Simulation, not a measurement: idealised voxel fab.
process module | voxel ribs on slabs
cross-section cut | 250 nm wide | cells 5 nm
A cross-section is a grid of square cells, given in bands from the top down. A band is one or more rows of cells.
Each band's line starts with the height of the band's top and of its bottom, in nm. Then come its materials from left to right, each with its width in nm. One material with "throughout" fills the band from edge to edge. "air" is empty space.
Height 0 is the level under which the wafer as received is all one material. The lowest band goes on downwards, as in "0 down".
A width such as "30 to 40" changes by the same amount from each row of cells to the next, from the band's top row to its bottom row.
"no change" after a step means that no cell of the cross-section changed.
closed voids: empty space of 8 cells or more with no open way to the top, each as width x height at its distance from the left edge, in nm
after a step's settings: what the simulator itself notes on the step
overlay nm, on a step with a mask: how far to the right of its planned place the mask lay; to the left if negative
Each pair below shows a cross-section before one step and the cross-section after it, down to the lowest band that changed. The line under each pair gives the step between them, with its settings. The pairs can come from different runs of this module on the same starting wafer, so a pair continues from the pair above only where its "before" says so.
before
  0 down: Si throughout
  closed voids: none
after
  30 to 0: SiO2 throughout
  below 0: unchanged
  closed voids: none
the step between: op DIRECTIONAL_DEP | material SiO2 | thk nm 30
before: the cross-section after the pair above
after
  45 to 30: SiN throughout
  below 30: unchanged
  closed voids: none
the step between: op DIRECTIONAL_DEP | material SiN | thk nm 15
before: the cross-section after the pair above
after
  60 to 45: air 110 | resist 25 | air 115
  below 45: unchanged
  closed voids: none
the step between: op PATTERN | tone cover | mask id RIB | material resist | width nm 25 | thk nm 15 | overlay nm 0
before: the cross-section after the pair above
after
  60 to 45: air 110 | resist 25 | air 115
  45 to 40: air 110 | SiN 25 | air 115
  below 40: unchanged
  closed voids: none
the step between: op DIRECTIONAL_ETCH | etch materials SiN | depth nm 5
before: the cross-section after the pair above
after
  45 to 40: air 110 | SiN 25 | air 115
  below 40: unchanged
  closed voids: none
the step between: op STRIP | etch materials resist
before: the cross-section after the pair above
after
  45 to 40: air 110 | SiN 25 | air 115
  40 to 30: air 85 | SiN 75 | air 90
  below 30: unchanged
  closed voids: none
the step between: op MASKED_ETCH | tone cover | mask id SLAB | width nm 75 | etch materials SiN | depth nm 10 | overlay nm 0
before: the cross-section after the pair above
after
  70 to 45: SiO2 throughout
  45 to 40: SiO2 110 | SiN 25 | SiO2 115
  40 to 30: SiO2 85 | SiN 75 | SiO2 90
  below 30: unchanged
  closed voids: none
the step between: op FILL_DEP | material SiO2 | thk nm 25
before: the cross-section after the pair above
after
  60 to 45: SiO2 throughout
  below 45: unchanged
  closed voids: none
the step between: op CMP | height nm 60
before: the cross-section after the pair above
after
  70 to 60: TiN throughout
  below 60: unchanged
  closed voids: none
the step between: op DIRECTIONAL_DEP | material TiN | thk nm 10
before: the cross-section after the pair above
after
  80 to 70: aC throughout
  below 70: unchanged
  closed voids: none
the step between: op DIRECTIONAL_DEP | material aC | thk nm 10
before: the cross-section after the pair above
after
  110 to 80: air 105 | resist 35 | air 110
  below 80: unchanged
  closed voids: none
the step between: op PATTERN | tone cover | mask id HEATER | material resist | width nm 35 | thk nm 30 | overlay nm 0
before: the cross-section after the pair above
after
  100 to 80: air 105 | resist 35 | air 110
  80 to 70: air 105 | aC 35 | air 110
  below 70: unchanged
  closed voids: none
the step between: op DIRECTIONAL_ETCH | etch materials aC | depth nm 10
before: the cross-section after the pair above
after
  80 to 70: air 105 | aC 35 | air 110
  below 70: unchanged
  closed voids: none
the step between: op STRIP | etch materials resist
before: the cross-section after the pair above
after
  80 to 70: air 105 | aC 35 | air 110
  70 to 60: air 105 | TiN 35 | air 110
  below 60: unchanged
  closed voids: none
the step between: op DIRECTIONAL_ETCH | etch materials TiN | depth nm 10
before: the cross-section after the pair above
after
  70 to 60: air 105 | TiN 35 | air 110
  below 60: unchanged
  closed voids: none
the step between: op STRIP | etch materials aC
before: the cross-section after the pair above
after
  75 to 70: air 100 | SiN 45 | air 105
  70 to 65: air 100 | SiN 5 | TiN 35 | SiN 5 | air 105
  65 to 60: SiN 105 | TiN 35 | SiN 110
  below 60: unchanged
  closed voids: none
the step between: op CONFORMAL_DEP | material SiN | thk nm 5
before
  45 to 30: SiN throughout
  30 to 0: SiO2 throughout
  0 down: Si throughout
  closed voids: none
after
  60 to 30: SiN throughout
  below 30: unchanged
  closed voids: none
the step between: op DIRECTIONAL_DEP | material SiN | thk nm 15
before: the cross-section after the pair above
after
  75 to 60: air 110 | resist 25 | air 115
  below 60: unchanged
  closed voids: none
the step between: op PATTERN | tone cover | mask id RIB | material resist | width nm 25 | thk nm 15 | overlay nm 0
before: the cross-section after the pair above
after
  75 to 60: air 110 | resist 25 | air 115
  60 to 55: air 110 | SiN 25 | air 115
  below 55: unchanged
  closed voids: none
the step between: op DIRECTIONAL_ETCH | etch materials SiN | depth nm 5
before: the cross-section after the pair above
after
  60 to 55: air 110 | SiN 25 | air 115
  below 55: unchanged
  closed voids: none
the step between: op STRIP | etch materials resist
before: the cross-section after the pair above
after
  60 to 55: air 110 | SiN 25 | air 115
  55 to 45: air 85 | SiN 75 | air 90
  below 45: unchanged
  closed voids: none
the step between: op MASKED_ETCH | tone cover | mask id SLAB | width nm 75 | etch materials SiN | depth nm 10 | overlay nm 0
before: the cross-section after the pair above
after
  85 to 60: SiO2 throughout
  60 to 55: SiO2 110 | SiN 25 | SiO2 115
  55 to 45: SiO2 85 | SiN 75 | SiO2 90
  below 45: unchanged
  closed voids: none
the step between: op FILL_DEP | material SiO2 | thk nm 25
before: the cross-section after the pair above
after
  60 to 55: SiO2 110 | SiN 25 | SiO2 115
  below 55: unchanged
  closed voids: none
the step between: op CMP | height nm 60
before: the cross-section after the pair above
after
  70 to 60: TiN throughout
  below 60: unchanged
  closed voids: none
the step between: op DIRECTIONAL_DEP | material TiN | thk nm 10
before: the cross-section after the pair above
after
  80 to 70: aC throughout
  below 70: unchanged
  closed voids: none
the step between: op DIRECTIONAL_DEP | material aC | thk nm 10
before: the cross-section after the pair above
after
  110 to 80: air 105 | resist 35 | air 110
  below 80: unchanged
  closed voids: none
the step between: op PATTERN | tone cover | mask id HEATER | material resist | width nm 35 | thk nm 30 | overlay nm 0
before: the cross-section after the pair above
after
  100 to 80: air 105 | resist 35 | air 110
  80 to 70: air 105 | aC 35 | air 110
  below 70: unchanged
  closed voids: none
the step between: op DIRECTIONAL_ETCH | etch materials aC | depth nm 10
before: the cross-section after the pair above
after
  80 to 70: air 105 | aC 35 | air 110
  below 70: unchanged
  closed voids: none
the step between: op STRIP | etch materials resist
before: the cross-section after the pair above
after
  80 to 70: air 105 | aC 35 | air 110
  70 to 60: air 105 | TiN 35 | air 110
  below 60: unchanged
  closed voids: none
the step between: op DIRECTIONAL_ETCH | etch materials TiN | depth nm 10
before: the cross-section after the pair above
after
  70 to 60: air 105 | TiN 35 | air 110
  below 60: unchanged
  closed voids: none
the step between: op STRIP | etch materials aC
before: the cross-section after the pair above
after
  75 to 70: air 100 | SiN 45 | air 105
  70 to 65: air 100 | SiN 5 | TiN 35 | SiN 5 | air 105
  65 to 60: SiN 105 | TiN 35 | SiN 110
  below 60: unchanged
  closed voids: none
the step between: op CONFORMAL_DEP | material SiN | thk nm 5
before
  0 down: Si throughout
  closed voids: none
after
  15 to 0: SiN throughout
  below 0: unchanged
  closed voids: none
the step between: op DIRECTIONAL_DEP | material SiN | thk nm 15
before: the cross-section after the pair above
after
  45 to 15: SiO2 throughout
  below 15: unchanged
  closed voids: none
the step between: op DIRECTIONAL_DEP | material SiO2 | thk nm 30
before: the cross-section after the pair above
after
  60 to 45: air 110 | resist 25 | air 115
  below 45: unchanged
  closed voids: none
the step between: op PATTERN | tone cover | mask id RIB | material resist | width nm 25 | thk nm 15 | overlay nm 0
before: the cross-section after the pair above
after
  45 to 15: SiO2 throughout
  below 15: unchanged
  closed voids: none
the step between: op STRIP | etch materials resist
before: the cross-section after the pair above
after
  70 to 15: SiO2 throughout
  below 15: unchanged
  closed voids: none
the step between: op FILL_DEP | material SiO2 | thk nm 25
before: the cross-section after the pair above
after
  60 to 15: SiO2 throughout
  below 15: unchanged
  closed voids: none
the step between: op CMP | height nm 60
before: the cross-section after the pair above
after
  70 to 60: TiN throughout
  below 60: unchanged
  closed voids: none
the step between: op DIRECTIONAL_DEP | material TiN | thk nm 10
before: the cross-section after the pair above
after
  80 to 70: aC throughout
  below 70: unchanged
  closed voids: none
the step between: op DIRECTIONAL_DEP | material aC | thk nm 10
before: the cross-section after the pair above
after
  110 to 80: air 105 | resist 35 | air 110
  below 80: unchanged
  closed voids: none
the step between: op PATTERN | tone cover | mask id HEATER | material resist | width nm 35 | thk nm 30 | overlay nm 0
before: the cross-section after the pair above
after
  100 to 80: air 105 | resist 35 | air 110
  80 to 70: air 105 | aC 35 | air 110
  below 70: unchanged
  closed voids: none
the step between: op DIRECTIONAL_ETCH | etch materials aC | depth nm 10
before: the cross-section after the pair above
after
  80 to 70: air 105 | aC 35 | air 110
  below 70: unchanged
  closed voids: none
the step between: op STRIP | etch materials resist
before: the cross-section after the pair above
after
  80 to 70: air 105 | aC 35 | air 110
  70 to 60: air 105 | TiN 35 | air 110
  below 60: unchanged
  closed voids: none
the step between: op DIRECTIONAL_ETCH | etch materials TiN | depth nm 10
before: the cross-section after the pair above
after
  70 to 60: air 105 | TiN 35 | air 110
  below 60: unchanged
  closed voids: none
the step between: op STRIP | etch materials aC
before: the cross-section after the pair above
after
  75 to 70: air 100 | SiN 45 | air 105
  70 to 65: air 100 | SiN 5 | TiN 35 | SiN 5 | air 105
  65 to 60: SiN 105 | TiN 35 | SiN 110
  below 60: unchanged
  closed voids: none
the step between: op CONFORMAL_DEP | material SiN | thk nm 5
before
  0 down: Si throughout
  closed voids: none
after
  35 to 0: SiO2 throughout
  below 0: unchanged
  closed voids: none
the step between: op DIRECTIONAL_DEP | material SiO2 | thk nm 35
before: the cross-section after the pair above
after
  50 to 35: SiN throughout
  below 35: unchanged
  closed voids: none
the step between: op DIRECTIONAL_DEP | material SiN | thk nm 15
before: the cross-section after the pair above
after
  65 to 50: air 110 | resist 25 | air 115
  below 50: unchanged
  closed voids: none
the step between: op PATTERN | tone cover | mask id RIB | material resist | width nm 25 | thk nm 15 | overlay nm 0
before: the cross-section after the pair above
after
  65 to 50: air 110 | resist 25 | air 115
  50 to 45: air 110 | SiN 25 | air 115
  below 45: unchanged
  closed voids: none
the step between: op DIRECTIONAL_ETCH | etch materials SiN | depth nm 5
before: the cross-section after the pair above
after
  50 to 45: air 110 | SiN 25 | air 115
  below 45: unchanged
  closed voids: none
the step between: op STRIP | etch materials resist
before: the cross-section after the pair above
after
  50 to 45: air 110 | SiN 25 | air 115
  45 to 35: air 85 | SiN 75 | air 90
  below 35: unchanged
  closed voids: none
the step between: op MASKED_ETCH | tone cover | mask id SLAB | width nm 75 | etch materials SiN | depth nm 10 | overlay nm 0
before: the cross-section after the pair above
after
  75 to 50: SiO2 throughout
  50 to 45: SiO2 110 | SiN 25 | SiO2 115
  45 to 35: SiO2 85 | SiN 75 | SiO2 90
  below 35: unchanged
  closed voids: none
the step between: op FILL_DEP | material SiO2 | thk nm 25
before: the cross-section after the pair above
after
  60 to 50: SiO2 throughout
  below 50: unchanged
  closed voids: none
the step between: op CMP | height nm 60
before: the cross-section after the pair above
after
  70 to 60: TiN throughout
  below 60: unchanged
  closed voids: none
the step between: op DIRECTIONAL_DEP | material TiN | thk nm 10
before: the cross-section after the pair above
after
  80 to 70: aC throughout
  below 70: unchanged
  closed voids: none
the step between: op DIRECTIONAL_DEP | material aC | thk nm 10
before: the cross-section after the pair above
after
  110 to 80: air 105 | resist 35 | air 110
  below 80: unchanged
  closed voids: none
the step between: op PATTERN | tone cover | mask id HEATER | material resist | width nm 35 | thk nm 30 | overlay nm 0
before: the cross-section after the pair above
after
  100 to 80: air 105 | resist 35 | air 110
  80 to 70: air 105 | aC 35 | air 110
  below 70: unchanged
  closed voids: none
the step between: op DIRECTIONAL_ETCH | etch materials aC | depth nm 10
before: the cross-section after the pair above
after
  80 to 70: air 105 | aC 35 | air 110
  below 70: unchanged
  closed voids: none
the step between: op STRIP | etch materials resist
before: the cross-section after the pair above
after
  80 to 70: air 105 | aC 35 | air 110
  70 to 60: air 105 | TiN 35 | air 110
  below 60: unchanged
  closed voids: none
the step between: op DIRECTIONAL_ETCH | etch materials TiN | depth nm 10
before: the cross-section after the pair above
after
  70 to 60: air 105 | TiN 35 | air 110
  below 60: unchanged
  closed voids: none
the step between: op STRIP | etch materials aC
before: the cross-section after the pair above
after
  75 to 70: air 100 | SiN 45 | air 105
  70 to 65: air 100 | SiN 5 | TiN 35 | SiN 5 | air 105
  65 to 60: SiN 105 | TiN 35 | SiN 110
  below 60: unchanged
  closed voids: none
the step between: op CONFORMAL_DEP | material SiN | thk nm 5
before
  45 to 30: SiN throughout
  30 to 0: SiO2 throughout
  0 down: Si throughout
  closed voids: none
after
  60 to 45: air 105 | resist 35 | air 110
  below 45: unchanged
  closed voids: none
the step between: op PATTERN | tone cover | mask id RIB | material resist | width nm 35 | thk nm 15 | overlay nm 0
before: the cross-section after the pair above
after
  60 to 45: air 105 | resist 35 | air 110
  45 to 40: air 105 | SiN 35 | air 110
  below 40: unchanged
  closed voids: none
the step between: op DIRECTIONAL_ETCH | etch materials SiN | depth nm 5
before: the cross-section after the pair above
after
  45 to 40: air 105 | SiN 35 | air 110
  below 40: unchanged
  closed voids: none
the step between: op STRIP | etch materials resist
before: the cross-section after the pair above
after
  45 to 40: air 105 | SiN 35 | air 110
  40 to 30: air 85 | SiN 75 | air 90
  below 30: unchanged
  closed voids: none
the step between: op MASKED_ETCH | tone cover | mask id SLAB | width nm 75 | etch materials SiN | depth nm 10 | overlay nm 0
before: the cross-section after the pair above
after
  70 to 45: SiO2 throughout
  45 to 40: SiO2 105 | SiN 35 | SiO2 110
  40 to 30: SiO2 85 | SiN 75 | SiO2 90
  below 30: unchanged
  closed voids: none
the step between: op FILL_DEP | material SiO2 | thk nm 25
before: the cross-section after the pair above
after
  60 to 45: SiO2 throughout
  below 45: unchanged
  closed voids: none
the step between: op CMP | height nm 60
before: the cross-section after the pair above
after
  70 to 60: TiN throughout
  below 60: unchanged
  closed voids: none
the step between: op DIRECTIONAL_DEP | material TiN | thk nm 10
before: the cross-section after the pair above
after
  80 to 70: aC throughout
  below 70: unchanged
  closed voids: none
the step between: op DIRECTIONAL_DEP | material aC | thk nm 10
before: the cross-section after the pair above
after
  110 to 80: air 105 | resist 35 | air 110
  below 80: unchanged
  closed voids: none
the step between: op PATTERN | tone cover | mask id HEATER | material resist | width nm 35 | thk nm 30 | overlay nm 0
before: the cross-section after the pair above
after
  100 to 80: air 105 | resist 35 | air 110
  80 to 70: air 105 | aC 35 | air 110
  below 70: unchanged
  closed voids: none
the step between: op DIRECTIONAL_ETCH | etch materials aC | depth nm 10
before: the cross-section after the pair above
after
  80 to 70: air 105 | aC 35 | air 110
  below 70: unchanged
  closed voids: none
the step between: op STRIP | etch materials resist
before: the cross-section after the pair above
after
  80 to 70: air 105 | aC 35 | air 110
  70 to 60: air 105 | TiN 35 | air 110
  below 60: unchanged
  closed voids: none
the step between: op DIRECTIONAL_ETCH | etch materials TiN | depth nm 10
before: the cross-section after the pair above
after
  70 to 60: air 105 | TiN 35 | air 110
  below 60: unchanged
  closed voids: none
the step between: op STRIP | etch materials aC
before: the cross-section after the pair above
after
  75 to 70: air 100 | SiN 45 | air 105
  70 to 65: air 100 | SiN 5 | TiN 35 | SiN 5 | air 105
  65 to 60: SiN 105 | TiN 35 | SiN 110
  below 60: unchanged
  closed voids: none
the step between: op CONFORMAL_DEP | material SiN | thk nm 5
before
  45 to 40: air 110 | SiN 25 | air 115
  40 to 30: SiN throughout
  30 to 0: SiO2 throughout
  0 down: Si throughout
  closed voids: none
after
  45 to 40: air 110 | SiN 25 | air 115
  40 to 30: air 80 | SiN 75 | air 95
  below 30: unchanged
  closed voids: none
the step between: op MASKED_ETCH | tone cover | mask id SLAB | width nm 75 | etch materials SiN | depth nm 10 | overlay nm -5
before: the cross-section after the pair above
after
  70 to 45: SiO2 throughout
  45 to 40: SiO2 110 | SiN 25 | SiO2 115
  40 to 30: SiO2 80 | SiN 75 | SiO2 95
  below 30: unchanged
  closed voids: none
the step between: op FILL_DEP | material SiO2 | thk nm 25
before: the cross-section after the pair above
after
  60 to 45: SiO2 throughout
  below 45: unchanged
  closed voids: none
the step between: op CMP | height nm 60
before: the cross-section after the pair above
after
  70 to 60: TiN throughout
  below 60: unchanged
  closed voids: none
the step between: op DIRECTIONAL_DEP | material TiN | thk nm 10
before: the cross-section after the pair above
after
  80 to 70: aC throughout
  below 70: unchanged
  closed voids: none
the step between: op DIRECTIONAL_DEP | material aC | thk nm 10
before: the cross-section after the pair above
after
  110 to 80: air 105 | resist 35 | air 110
  below 80: unchanged
  closed voids: none
the step between: op PATTERN | tone cover | mask id HEATER | material resist | width nm 35 | thk nm 30 | overlay nm 0
before: the cross-section after the pair above
after
  100 to 80: air 105 | resist 35 | air 110
  80 to 70: air 105 | aC 35 | air 110
  below 70: unchanged
  closed voids: none
the step between: op DIRECTIONAL_ETCH | etch materials aC | depth nm 10
before: the cross-section after the pair above
after
  80 to 70: air 105 | aC 35 | air 110
  below 70: unchanged
  closed voids: none
the step between: op STRIP | etch materials resist
before: the cross-section after the pair above
after
  80 to 70: air 105 | aC 35 | air 110
  70 to 60: air 105 | TiN 35 | air 110
  below 60: unchanged
  closed voids: none
the step between: op DIRECTIONAL_ETCH | etch materials TiN | depth nm 10
before: the cross-section after the pair above
after
  70 to 60: air 105 | TiN 35 | air 110
  below 60: unchanged
  closed voids: none
the step between: op STRIP | etch materials aC
before: the cross-section after the pair above
after
  75 to 70: air 100 | SiN 45 | air 105
  70 to 65: air 100 | SiN 5 | TiN 35 | SiN 5 | air 105
  65 to 60: SiN 105 | TiN 35 | SiN 110
  below 60: unchanged
  closed voids: none
the step between: op CONFORMAL_DEP | material SiN | thk nm 5
before
  45 to 40: air 110 | SiN 25 | air 115
  40 to 30: air 85 | SiN 75 | air 90
  30 to 0: SiO2 throughout
  0 down: Si throughout
  closed voids: none
after
  70 to 30: SiN throughout
  below 30: unchanged
  closed voids: none
the step between: op FILL_DEP | material SiN | thk nm 25
before: the cross-section after the pair above
after
  60 to 30: SiN throughout
  below 30: unchanged
  closed voids: none
the step between: op CMP | height nm 60
before: the cross-section after the pair above
after
  70 to 60: TiN throughout
  below 60: unchanged
  closed voids: none
the step between: op DIRECTIONAL_DEP | material TiN | thk nm 10
before: the cross-section after the pair above
after
  80 to 70: aC throughout
  below 70: unchanged
  closed voids: none
the step between: op DIRECTIONAL_DEP | material aC | thk nm 10
before: the cross-section after the pair above
after
  110 to 80: air 105 | resist 35 | air 110
  below 80: unchanged
  closed voids: none
the step between: op PATTERN | tone cover | mask id HEATER | material resist | width nm 35 | thk nm 30 | overlay nm 0
before: the cross-section after the pair above
after
  100 to 80: air 105 | resist 35 | air 110
  80 to 70: air 105 | aC 35 | air 110
  below 70: unchanged
  closed voids: none
the step between: op DIRECTIONAL_ETCH | etch materials aC | depth nm 10
before: the cross-section after the pair above
after
  80 to 70: air 105 | aC 35 | air 110
  below 70: unchanged
  closed voids: none
the step between: op STRIP | etch materials resist
before: the cross-section after the pair above
after
  80 to 70: air 105 | aC 35 | air 110
  70 to 60: air 105 | TiN 35 | air 110
  below 60: unchanged
  closed voids: none
the step between: op DIRECTIONAL_ETCH | etch materials TiN | depth nm 10
before: the cross-section after the pair above
after
  70 to 60: air 105 | TiN 35 | air 110
  below 60: unchanged
  closed voids: none
the step between: op STRIP | etch materials aC
before: the cross-section after the pair above
after
  75 to 70: air 100 | SiN 45 | air 105
  70 to 65: air 100 | SiN 5 | TiN 35 | SiN 5 | air 105
  65 to 60: SiN 105 | TiN 35 | SiN 110
  below 60: unchanged
  closed voids: none
the step between: op CONFORMAL_DEP | material SiN | thk nm 5
before
  45 to 30: SiN throughout
  30 to 0: SiO2 throughout
  0 down: Si throughout
  closed voids: none
after
  60 to 45: resist 110 | air 25 | resist 115
  below 45: unchanged
  closed voids: none
the step between: op PATTERN | tone open | mask id RIB | material resist | width nm 25 | thk nm 15 | overlay nm 0
before: the cross-section after the pair above
after
  60 to 45: resist 110 | air 25 | resist 115
  45 to 40: SiN 110 | air 25 | SiN 115
  below 40: unchanged
  closed voids: none
the step between: op DIRECTIONAL_ETCH | etch materials SiN | depth nm 5
before: the cross-section after the pair above
after
  45 to 40: SiN 110 | air 25 | SiN 115
  below 40: unchanged
  closed voids: none
the step between: op STRIP | etch materials resist
before: the cross-section after the pair above
after
  45 to 40: air 85 | SiN 25 | air 25 | SiN 25 | air 90
  40 to 35: air 85 | SiN 75 | air 90
  below 35: unchanged
  closed voids: none
the step between: op MASKED_ETCH | tone cover | mask id SLAB | width nm 75 | etch materials SiN | depth nm 10 | overlay nm 0
before: the cross-section after the pair above
after
  70 to 45: SiO2 throughout
  45 to 40: SiO2 85 | SiN 25 | SiO2 25 | SiN 25 | SiO2 90
  40 to 35: SiO2 85 | SiN 75 | SiO2 90
  below 35: unchanged
  closed voids: none
the step between: op FILL_DEP | material SiO2 | thk nm 25
before: the cross-section after the pair above
after
  60 to 45: SiO2 throughout
  below 45: unchanged
  closed voids: none
the step between: op CMP | height nm 60
before: the cross-section after the pair above
after
  70 to 60: TiN throughout
  below 60: unchanged
  closed voids: none
the step between: op DIRECTIONAL_DEP | material TiN | thk nm 10
before: the cross-section after the pair above
after
  80 to 70: aC throughout
  below 70: unchanged
  closed voids: none
the step between: op DIRECTIONAL_DEP | material aC | thk nm 10
before: the cross-section after the pair above
after
  110 to 80: air 105 | resist 35 | air 110
  below 80: unchanged
  closed voids: none
the step between: op PATTERN | tone cover | mask id HEATER | material resist | width nm 35 | thk nm 30 | overlay nm 0
before: the cross-section after the pair above
after
  100 to 80: air 105 | resist 35 | air 110
  80 to 70: air 105 | aC 35 | air 110
  below 70: unchanged
  closed voids: none
the step between: op DIRECTIONAL_ETCH | etch materials aC | depth nm 10
before: the cross-section after the pair above
after
  80 to 70: air 105 | aC 35 | air 110
  below 70: unchanged
  closed voids: none
the step between: op STRIP | etch materials resist
before: the cross-section after the pair above
after
  80 to 70: air 105 | aC 35 | air 110
  70 to 60: air 105 | TiN 35 | air 110
  below 60: unchanged
  closed voids: none
the step between: op DIRECTIONAL_ETCH | etch materials TiN | depth nm 10
before: the cross-section after the pair above
after
  70 to 60: air 105 | TiN 35 | air 110
  below 60: unchanged
  closed voids: none
the step between: op STRIP | etch materials aC
before: the cross-section after the pair above
after
  75 to 70: air 100 | SiN 45 | air 105
  70 to 65: air 100 | SiN 5 | TiN 35 | SiN 5 | air 105
  65 to 60: SiN 105 | TiN 35 | SiN 110
  below 60: unchanged
  closed voids: none
the step between: op CONFORMAL_DEP | material SiN | thk nm 5
